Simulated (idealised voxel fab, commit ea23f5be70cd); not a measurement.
process module | voxel self aligned contacts
cross-section cut | 185 nm wide | cells 5 nm
A cross-section is a grid of square cells, given in bands from the top down. A band is one or more rows of cells.
Each band's line starts with the height of the band's top and of its bottom, in nm. Then come its materials from left to right, each with its width in nm. One material with "throughout" fills the band from edge to edge. "air" is empty space.
Height 0 is the level under which the wafer as received is all one material. The lowest band goes on downwards, as in "0 down".
A width such as "30 to 40" changes by the same amount from each row of cells to the next, from the band's top row to its bottom row.
"no change" after a step means that no cell of the cross-section changed.
closed voids: empty space of 8 cells or more with no open way to the top, each as width x height at its distance from the left edge, in nm
after a step's settings: what the simulator itself notes on the step
overlay nm, on a step with a mask: how far to the right of its planned place the mask lay; to the left if negative
plan
1 op RECEIVE | material Si
2 op CONFORMAL_DEP | material SiO2 | thk nm 5
3 op DIRECTIONAL_DEP | material polySi | thk nm 25
4 op DIRECTIONAL_DEP | material SiN | thk nm 25
5 op DIRECTIONAL_DEP | material aC | thk nm 15
6 op PATTERN | tone cover | mask id GATE | material resist | width nm 35 | pitch nm 70 | thk nm 30 | overlay nm 0
7 op DIRECTIONAL_ETCH | etch materials aC | depth nm 15
8 op STRIP | etch materials resist
9 op DIRECTIONAL_ETCH | etch materials SiN | depth nm 25
10 op DIRECTIONAL_ETCH | etch materials polySi | depth nm 25
11 op STRIP | etch materials aC
12 op CONFORMAL_DEP | material SiN | thk nm 10
13 op DIRECTIONAL_ETCH | etch materials SiN | depth nm 10
14 op FILL_DEP | material SiO2 | thk nm 10
15 op CMP | height nm 60
16 op PATTERN | tone open | mask id CONTACT | material resist | width nm 55 | thk nm 20 | overlay nm 0
17 op DIRECTIONAL_ETCH | etch materials SiO2 | depth nm 60
18 op STRIP | etch materials resist
19 op CONFORMAL_DEP | material TiN | thk nm 5
20 op FILL_DEP | material W | thk nm 5
21 op CMP | height nm 50
22 op CONFORMAL_DEP | material SiCN | thk nm 5
varied across the wafers: height nm of step 21. The plan shows the first wafer's value. All wafers start alike
first wafer as received, after step 1
  0 down: Si throughout
  closed voids: none
each wafer at the end: cells of each material gained (+) or lost (-) since it was received, then its closed voids
height nm 50 | +37 SiCN | +128 SiN | +142 SiO2 | +21 TiN | +9 W | +70 polySi | closed voids: none
height nm 55 | +37 SiCN | +150 SiN | +154 SiO2 | +23 TiN | +10 W | +70 polySi | closed voids: none
height nm 60 | +37 SiCN | +150 SiN | +180 SiO2 | +33 TiN | +11 W | +70 polySi | closed voids: none
height nm 65 | +37 SiCN | +150 SiN | +180 SiO2 | +61 TiN | +20 W | +70 polySi | closed voids: none
height nm 70 | +37 SiCN | +150 SiN | +180 SiO2 | +61 TiN | +57 W | +70 polySi | closed voids: none
